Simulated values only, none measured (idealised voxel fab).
Documented hereafter: the process module known as voxel double patterning.
cross-section cut | 180 nm wide | cells 5 nm
Heads up, the way a cross-section reads in here is a grid of square cells, handed over as bands from the top down, with every band being one or more rows of cells.
It is stipulated that each band's entry specify, in nanometres, the height of the top of the band and then that of its bottom, followed by the materials of the band in left-to-right sequence, each together with its width in nanometres. A single material marked by the word "full width" is understood to fill the band from edge to edge; the word "empty" is understood to denote empty space.
The level at which height equals 0 is the one under which the wafer, as it arrives, is entirely one material. No lower edge exists for the bottom band, which continues downward and is notated as in "0 and below".
Per-row width for "30->40": begins at first number (top row of band), ends at second number (bottom row), increment between rows held constant.
"all unchanged", as given for a step, is the statement that not any cell of the cross-section underwent a change during that step.
Closed-off voids of 8+ cells (no open route to the top) go in "Fully enclosed voids", written width x height at distance from the left edge, in nm.
Text after the settings on a step's line: the simulator's own remark on that step.
"overlay nm" denotes, for a step that has a mask, the displacement of the mask to the right of its planned place, with negative values corresponding to the left.
Planned step list for the process
1,RECEIVE (material Si)
2,CONFORMAL_DEP (material SiO2; thk nm 5)
3,DIRECTIONAL_DEP (material W; thk nm 20)
4,DIRECTIONAL_DEP (material SiCN; thk nm 5)
5,MASKED_ETCH (tone open; mask id FIRST; width nm 15; pitch nm 50; etch materials SiCN; depth nm 5; overlay nm 0)
6,PATTERN (tone open; mask id SECOND; material resist; width nm 15; pitch nm 50; thk nm 15; overlay nm 0)
7,DIRECTIONAL_ETCH (etch materials SiCN; depth nm 5)
8,STRIP (etch materials resist)
9,DIRECTIONAL_ETCH (etch materials W; depth nm 20)
10,STRIP (etch materials SiCN)
Cross-sectional view of the wafer in its as-received condition, corresponding to the state after step 1
  0 and below  Si full width
  Fully enclosed voids: none
End state of the module in cross-section, given the above starting point and plan and one mistake in execution
  10 down to 5  W full width
  5 down to 0  SiO2 full width
  0 and below  Si full width
  Fully enclosed voids: none
Here's what went sideways: step 4 did not happen as planned, as run it was DIRECTIONAL_DEP (material W; thk nm 5)
